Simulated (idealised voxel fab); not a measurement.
Presented below is a process module, voxel quadruple lines.
Section shown: cut. Width: 205 nm. Cell size: 5 nm, square.
If you're reading a cross-section in this doc, picture square cells in a grid; it comes to you as bands, top ones listed first down to the bottom, and a band can be one or more rows of cells.
Within each band entry, the heights of the top and of the bottom of the band appear first, in that order and in nm; the materials of the band then follow from left to right, each with its corresponding width in nm. The designation "everywhere" on a single material indicates that it fills the band from edge to edge; the designation "blank" indicates empty space.
Heights are expressed relative to 0, this being the level below which the as-received wafer comprises one material exclusively. The lowest band is unbounded in the downward direction and is denoted as in "0 nm and below".
Quick explanation for "30->40": the width changes in equal steps down the rows of cells, from the first number in the band's top row to the second number in its bottom row.
Step note "identical to before" = no cross-section cell changed.
Look at "Enclosed void catalog" for the closed voids: empty spaces with no open path to the top, sized 8 cells or up. Each is width x height at distance, distance from the left edge, all nm.
Formally, on a step line, whatever follows the settings is a remark that the simulator itself makes on the step.
What "overlay nm" on a step's line means: if the step has a mask, that mask lay this far to the right of its planned place, or, when the value is negative, to the left.
Process steps - plan
1) RECEIVE | material Si
2) CONFORMAL_DEP | material SiO2 | thk nm 5
3) DIRECTIONAL_DEP | material Ru | thk nm 15
4) DIRECTIONAL_DEP | material polySi | thk nm 15
5) DIRECTIONAL_DEP | material aC | thk nm 20
6) PATTERN | tone cover | mask id MANDREL | material resist | width nm 25 | thk nm 25 | overlay nm 0
7) DIRECTIONAL_ETCH | etch materials aC | depth nm 20
8) STRIP | etch materials resist
9) CONFORMAL_DEP | material SiO2 | thk nm 15
10) DIRECTIONAL_ETCH | etch materials SiO2 | depth nm 15
11) STRIP | etch materials aC
12) DIRECTIONAL_ETCH | etch materials polySi | depth nm 15
13) STRIP | etch materials SiO2
14) CONFORMAL_DEP | material SiCN | thk nm 5
15) DIRECTIONAL_ETCH | etch materials SiCN | depth nm 5
16) STRIP | etch materials polySi
17) DIRECTIONAL_ETCH | etch materials Ru | depth nm 15
18) STRIP | etch materials SiCN
19) FILL_DEP | material lowk | thk nm 5
20) CMP | height nm 20
As received (post step 1): cross-section
* 0 nm and below  Si everywhere
* Enclosed void catalog: none
End-of-module XS, first of two wafers, run as planned
* 20 nm to 5 nm  lowk: 70 | Ru: 5 | lowk: 15 | Ru: 5 | lowk: 15 | Ru: 5 | lowk: 15 | Ru: 5 | lowk: 70
* 5 nm to 0 nm  SiO2 everywhere
* 0 nm and below  Si everywhere
* Enclosed void catalog: none
Same start, same plan as the first wafer - but one mistake in the run. Cross-section of the second of the two at the end of the module
* 20 nm to 5 nm  lowk: 85 | Ru: 5 | lowk: 25 | Ru: 5 | lowk: 85
* 5 nm to 0 nm  SiO2 everywhere
* 0 nm and below  Si everywhere
* Enclosed void catalog: none
It is concluded that the wafer was processed incorrectly with respect to the plan, in that so step 6 ended up running with a different setting than we planned, it ran as PATTERN | tone open | mask id MANDREL | material resist | width nm 25 | thk nm 25 | overlay nm 0
End check, counted in cells, second wafer has more or fewer of these materials than the first: -6 Ru, +6 lowk
